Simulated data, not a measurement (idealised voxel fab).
Process module heading - voxel quadruple lines
For reference, the cross-section in this document is cut, with width 190 nm and square cells of 5 nm.
How to read a cross-section here: the picture is a grid of square cells, written as bands going from the top down, and any band can span one or more rows of cells.
Read a band's entry like this: the first values are the height of its top and the height of its bottom in nm, and what follows is the sequence of materials from left to right, each with its width in nm. Note that "blank" is empty space, and that a single material marked "everywhere" reaches across the band from edge to edge.
A quick word on heights: they are counted from 0, and under that level the wafer as it came to us is one material throughout. The lowest band is different from the rest in having no bottom; it simply continues downward, written as in "0..down".
A two-number width, for instance "30..40", indicates that the width is equal to the first number in the top row of the band and to the second number in the bottom row, and that it changes by a constant amount per row of cells.
Where the words "left unchanged" appear for a step, the cross-section shows no cell changed by that step; every cell remained as before.
Empty spaces counting at least 8 cells and having no open way to the top are listed in "Entrapped void list". The notation width x height at distance is used for each, the distance being from the left edge and all three values in nm.
Whatever follows a step's settings on its line is a remark the simulator itself makes about that step.
overlay nm: on a step with a mask, how far right of its planned place the mask lay; negative means left.
### The following list gives the planned process steps
1,RECEIVE [material Si]
2,CONFORMAL_DEP [material SiO2] [thk nm 10]
3,DIRECTIONAL_DEP [material W] [thk nm 15]
4,DIRECTIONAL_DEP [material polySi] [thk nm 15]
5,DIRECTIONAL_DEP [material aC] [thk nm 25]
6,PATTERN [tone cover] [mask id MANDREL] [material resist] [width nm 20] [pitch nm 60] [thk nm 30] [overlay nm -15]
7,DIRECTIONAL_ETCH [etch materials aC] [depth nm 25]
8,STRIP [etch materials resist]
9,CONFORMAL_DEP [material SiO2] [thk nm 10]
10,DIRECTIONAL_ETCH [etch materials SiO2] [depth nm 10]
11,STRIP [etch materials aC]
12,DIRECTIONAL_ETCH [etch materials polySi] [depth nm 15]
13,STRIP [etch materials SiO2]
14,CONFORMAL_DEP [material SiCN] [thk nm 5]
15,DIRECTIONAL_ETCH [etch materials SiCN] [depth nm 5]
16,STRIP [etch materials polySi]
17,DIRECTIONAL_ETCH [etch materials W] [depth nm 15]
18,STRIP [etch materials SiCN]
Keep in mind the plan's value for the overlay nm of step 6 comes from the first wafer; the wafers don't share that setting, but they do share the same starting point.
### Cross-section of the first of several wafers on receipt, reflecting completion of step 1
    0..down  Si everywhere
    Entrapped void list: none
### So in this table every wafer gets its own row, and what you see is where it stands at the end of the module: for each material, how many cells it picked up (+) or gave up (-) since we received it, and after that its closed voids
overlay nm -15; +76 SiO2; +24 W; Entrapped void list: none
overlay nm -10; +76 SiO2; +24 W; Entrapped void list: none
overlay nm -5; +76 SiO2; +24 W; Entrapped void list: none
overlay nm 0; +76 SiO2; +24 W; Entrapped void list: none
overlay nm 5; +76 SiO2; +24 W; Entrapped void list: none
overlay nm 10; +76 SiO2; +24 W; Entrapped void list: none
overlay nm 15; +76 SiO2; +24 W; Entrapped void list: none
